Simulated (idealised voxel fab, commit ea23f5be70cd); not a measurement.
Herein follows the process module entitled voxel self aligned contacts.
Displayed cross-section: cut, width of 250 nm, square cells sized 5 nm.
A cross-section in this document is a grid of square cells, and it is written down as bands, the top band listed before the ones below it; a band is made up of one or more rows of cells.
Within each band entry, the heights of the top and of the bottom of the band appear first, in that order and in nm; the materials of the band then follow from left to right, each with its corresponding width in nm. The designation "full width" on a single material indicates that it fills the band from edge to edge; the designation "empty" indicates empty space.
Height is counted from the level 0, under which the received wafer is composed throughout of one material. The lowest of the bands is not closed at the bottom but continues downward, in the notation "z 0 and below".
With a width like "30 to 40", each row of cells in the band differs from the next by the same amount, the top row carrying the first number and the bottom row the second.
A step reported as "no alterations made" is a step in which no cell of the cross-section changed.
Heads up: "Closed void listing" only lists the empty pockets with no open path to the top that are 8 cells or more, and it writes them as width x height at distance, distance from the left edge, in nm.
Whatever follows a step's settings on its line is a remark the simulator itself makes about that step.
overlay nm: step with mask; distance mask lay right of planned place; negative value = left of planned place.

-- Planned process steps
step 1: op RECEIVE | material Si
step 2: op OXIDIZE | depth nm 5
step 3: op DIRECTIONAL_DEP | material polySi | thk nm 25
step 4: op DIRECTIONAL_DEP | material SiN | thk nm 20
step 5: op MASKED_ETCH | tone cover | mask id GATE | width nm 25 | pitch nm 70 | etch materials SiN | depth nm 20 | overlay nm 0
step 6: op MASKED_ETCH | tone cover | mask id GATE | width nm 25 | pitch nm 70 | etch materials polySi | depth nm 25 | overlay nm 0
step 7: op CONFORMAL_DEP | material SiN | thk nm 10
step 8: op DIRECTIONAL_ETCH | etch materials SiN | depth nm 10
step 9: op FILL_DEP | material SiO2 | thk nm 15
step 10: op CMP | height nm 50
step 11: op PATTERN | tone open | mask id CONTACT | material resist | width nm 55 | thk nm 20 | overlay nm 0
step 12: op DIRECTIONAL_ETCH | etch materials SiO2 | depth nm 55
step 13: op STRIP | etch materials resist
step 14: op CONFORMAL_DEP | material TiN | thk nm 5
step 15: op FILL_DEP | material Ru | thk nm 10
step 16: op CMP | height nm 50
step 17: op CONFORMAL_DEP | material SiN | thk nm 5

-- First of two wafers: run as planned

-- Incoming wafer in cross-section (state: after step 1)
	z 0 and below: Si full width
	Closed void listing: none

-- Cross-sectional representation of the wafer at the conclusion of step 2
	z 0 to -5: SiO2 full width
	All layers under -5 are left as they were.

-- Cross-sectional representation of the wafer at the conclusion of step 3
	z 25 to 0: polySi full width
	All layers under 0 are left as they were.

-- Cross-sectional representation of the wafer at the conclusion of step 4
	z 45 to 25: SiN full width
	All layers under 25 are left as they were.

-- Cross-sectional representation of the wafer at the conclusion of step 5
	z 45 to 25: empty 75 nm, SiN 25 nm, empty 45 nm, SiN 25 nm, empty 80 nm
	All layers under 25 are left as they were.

-- Cross-sectional representation of the wafer at the conclusion of step 6
	z 45 to 25: empty 75 nm, SiN 25 nm, empty 45 nm, SiN 25 nm, empty 80 nm
	z 25 to 0: empty 75 nm, polySi 25 nm, empty 45 nm, polySi 25 nm, empty 80 nm
	All layers under 0 are left as they were.

-- Cross-sectional representation of the wafer at the conclusion of step 7
	z 55 to 25: empty 65 nm, SiN 45 nm, empty 25 nm, SiN 45 nm, empty 70 nm
	z 25 to 10: empty 65 nm, SiN 10 nm, polySi 25 nm, SiN 10 nm, empty 25 nm, SiN 10 nm, polySi 25 nm, SiN 10 nm, empty 70 nm
	z 10 to 0: SiN 75 nm, polySi 25 nm, SiN 45 nm, polySi 25 nm, SiN 80 nm
	All layers under 0 are left as they were.

-- Cross-sectional representation of the wafer at the conclusion of step 8
	z 45 to 25: empty 65 nm, SiN 45 nm, empty 25 nm, SiN 45 nm, empty 70 nm
	z 25 to 0: empty 65 nm, SiN 10 nm, polySi 25 nm, SiN 10 nm, empty 25 nm, SiN 10 nm, polySi 25 nm, SiN 10 nm, empty 70 nm
	All layers under 0 are left as they were.

-- Cross-sectional representation of the wafer at the conclusion of step 9
	z 60 to 45: SiO2 full width
	z 45 to 25: SiO2 65 nm, SiN 45 nm, SiO2 25 nm, SiN 45 nm, SiO2 70 nm
	z 25 to 0: SiO2 65 nm, SiN 10 nm, polySi 25 nm, SiN 10 nm, SiO2 25 nm, SiN 10 nm, polySi 25 nm, SiN 10 nm, SiO2 70 nm
	All layers under 0 are left as they were.

-- Cross-sectional representation of the wafer at the conclusion of step 10
	z 50 to 45: SiO2 full width
	All layers under 45 are left as they were.

-- Cross-sectional representation of the wafer at the conclusion of step 11
	z 70 to 50: resist 95 nm, empty 55 nm, resist 100 nm
	All layers under 50 are left as they were.

-- Cross-sectional representation of the wafer at the conclusion of step 12
	z 70 to 50: resist 95 nm, empty 55 nm, resist 100 nm
	z 50 to 45: SiO2 95 nm, empty 55 nm, SiO2 100 nm
	z 45 to 25: SiO2 65 nm, SiN 45 nm, empty 25 nm, SiN 45 nm, SiO2 70 nm
	z 25 to 0: SiO2 65 nm, SiN 10 nm, polySi 25 nm, SiN 10 nm, empty 25 nm, SiN 10 nm, polySi 25 nm, SiN 10 nm, SiO2 70 nm
	z 0 to -5: SiO2 110 nm, empty 25 nm, SiO2 115 nm
	All layers under -5 are left as they were.

-- Cross-sectional representation of the wafer at the conclusion of step 13
	z 50 to 45: SiO2 95 nm, empty 55 nm, SiO2 100 nm
	All layers under 45 are left as they were.

-- Cross-sectional representation of the wafer at the conclusion of step 14
	z 55 to 50: TiN 100 nm, empty 45 nm, TiN 105 nm
	z 50 to 45: SiO2 95 nm, TiN 20 nm, empty 15 nm, TiN 20 nm, SiO2 100 nm
	z 45 to 25: SiO2 65 nm, SiN 45 nm, TiN 5 nm, empty 15 nm, TiN 5 nm, SiN 45 nm, SiO2 70 nm
	z 25 to 0: SiO2 65 nm, SiN 10 nm, polySi 25 nm, SiN 10 nm, TiN 5 nm, empty 15 nm, TiN 5 nm, SiN 10 nm, polySi 25 nm, SiN 10 nm, SiO2 70 nm
	z 0 to -5: SiO2 110 nm, TiN 25 nm, SiO2 115 nm
	All layers under -5 are left as they were.

-- Cross-sectional representation of the wafer at the conclusion of step 15
	z 65 to 55: Ru full width
	z 55 to 50: TiN 100 nm, Ru 45 nm, TiN 105 nm
	z 50 to 45: SiO2 95 nm, TiN 20 nm, Ru 15 nm, TiN 20 nm, SiO2 100 nm
	z 45 to 25: SiO2 65 nm, SiN 45 nm, TiN 5 nm, Ru 15 nm, TiN 5 nm, SiN 45 nm, SiO2 70 nm
	z 25 to 0: SiO2 65 nm, SiN 10 nm, polySi 25 nm, SiN 10 nm, TiN 5 nm, Ru 15 nm, TiN 5 nm, SiN 10 nm, polySi 25 nm, SiN 10 nm, SiO2 70 nm
	All layers under 0 are left as they were.

-- Cross-sectional representation of the wafer at the conclusion of step 16
	z 50 to 45: SiO2 95 nm, TiN 20 nm, Ru 15 nm, TiN 20 nm, SiO2 100 nm
	All layers under 45 are left as they were.

-- Cross-sectional representation of the wafer at the conclusion of step 17
	z 55 to 50: SiN full width
	All layers under 50 are left as they were.

-- Now the other wafer: same start, same recipe, but we messed up one thing when running it. Up to and including step 2 it's the same as the first one

-- Cross-section of the second wafer at the time step 3 of the plan should have ended
	z 50 to 0: polySi full width
	All layers under 0 are left as they were.

-- Cross-section of the second wafer at the time step 4 of the plan should have ended
	z 70 to 50: SiN full width
	All layers under 50 are left as they were.

-- Cross-section of the second wafer at the time step 5 of the plan should have ended
	z 70 to 50: empty 75 nm, SiN 25 nm, empty 45 nm, SiN 25 nm, empty 80 nm
	All layers under 50 are left as they were.

-- Cross-section of the second wafer at the time step 6 of the plan should have ended
	z 70 to 50: empty 75 nm, SiN 25 nm, empty 45 nm, SiN 25 nm, empty 80 nm
	z 50 to 25: empty 75 nm, polySi 25 nm, empty 45 nm, polySi 25 nm, empty 80 nm
	All layers under 25 are left as they were.

-- Cross-section of the second wafer at the time step 7 of the plan should have ended
	z 80 to 50: empty 65 nm, SiN 45 nm, empty 25 nm, SiN 45 nm, empty 70 nm
	z 50 to 35: empty 65 nm, SiN 10 nm, polySi 25 nm, SiN 10 nm, empty 25 nm, SiN 10 nm, polySi 25 nm, SiN 10 nm, empty 70 nm
	z 35 to 25: SiN 75 nm, polySi 25 nm, SiN 45 nm, polySi 25 nm, SiN 80 nm
	All layers under 25 are left as they were.

-- Cross-section of the second wafer at the time step 8 of the plan should have ended
	z 70 to 50: empty 65 nm, SiN 45 nm, empty 25 nm, SiN 45 nm, empty 70 nm
	z 50 to 25: empty 65 nm, SiN 10 nm, polySi 25 nm, SiN 10 nm, empty 25 nm, SiN 10 nm, polySi 25 nm, SiN 10 nm, empty 70 nm
	All layers under 25 are left as they were.

-- Cross-section of the second wafer at the time step 9 of the plan should have ended
	z 85 to 70: SiO2 full width
	z 70 to 50: SiO2 65 nm, SiN 45 nm, SiO2 25 nm, SiN 45 nm, SiO2 70 nm
	z 50 to 25: SiO2 65 nm, SiN 10 nm, polySi 25 nm, SiN 10 nm, SiO2 25 nm, SiN 10 nm, polySi 25 nm, SiN 10 nm, SiO2 70 nm
	All layers under 25 are left as they were.

-- Cross-section of the second wafer at the time step 10 of the plan should have ended
	z 50 to 25: SiO2 65 nm, SiN 10 nm, polySi 25 nm, SiN 10 nm, SiO2 25 nm, SiN 10 nm, polySi 25 nm, SiN 10 nm, SiO2 70 nm
	All layers under 25 are left as they were.

-- Cross-section of the second wafer at the time step 11 of the plan should have ended
	z 70 to 50: resist 95 nm, empty 55 nm, resist 100 nm
	All layers under 50 are left as they were.

-- Cross-section of the second wafer at the time step 12 of the plan should have ended
	z 70 to 50: resist 95 nm, empty 55 nm, resist 100 nm
	z 50 to 25: SiO2 65 nm, SiN 10 nm, polySi 25 nm, SiN 10 nm, empty 25 nm, SiN 10 nm, polySi 25 nm, SiN 10 nm, SiO2 70 nm
	All layers under 25 are left as they were.

-- Cross-section of the second wafer at the time step 13 of the plan should have ended
	z 50 to 25: SiO2 65 nm, SiN 10 nm, polySi 25 nm, SiN 10 nm, empty 25 nm, SiN 10 nm, polySi 25 nm, SiN 10 nm, SiO2 70 nm
	All layers under 25 are left as they were.

-- Cross-section of the second wafer at the time step 14 of the plan should have ended
	z 55 to 50: TiN 115 nm, empty 15 nm, TiN 120 nm
	z 50 to 30: SiO2 65 nm, SiN 10 nm, polySi 25 nm, SiN 10 nm, TiN 5 nm, empty 15 nm, TiN 5 nm, SiN 10 nm, polySi 25 nm, SiN 10 nm, SiO2 70 nm
	z 30 to 25: SiO2 65 nm, SiN 10 nm, polySi 25 nm, SiN 10 nm, TiN 25 nm, SiN 10 nm, polySi 25 nm, SiN 10 nm, SiO2 70 nm
	All layers under 25 are left as they were.

-- Cross-section of the second wafer at the time step 15 of the plan should have ended
	z 65 to 55: Ru full width
	z 55 to 50: TiN 115 nm, Ru 15 nm, TiN 120 nm
	z 50 to 30: SiO2 65 nm, SiN 10 nm, polySi 25 nm, SiN 10 nm, TiN 5 nm, Ru 15 nm, TiN 5 nm, SiN 10 nm, polySi 25 nm, SiN 10 nm, SiO2 70 nm
	All layers under 30 are left as they were.

-- Cross-section of the second wafer at the time step 16 of the plan should have ended
	z 50 to 30: SiO2 65 nm, SiN 10 nm, polySi 25 nm, SiN 10 nm, TiN 5 nm, Ru 15 nm, TiN 5 nm, SiN 10 nm, polySi 25 nm, SiN 10 nm, SiO2 70 nm
	All layers under 30 are left as they were.

-- Cross-section of the second wafer at the time step 17 of the plan should have ended
	z 55 to 50: SiN full width
	All layers under 50 are left as they were.
Where did the run depart from the plan? step 3 of the plan was executed twice over
Bottom line after processing is that, in cells, the second wafer is up or down on some materials versus the first: Ru -18; SiN -72; SiO2 -142; TiN -18; polySi +250
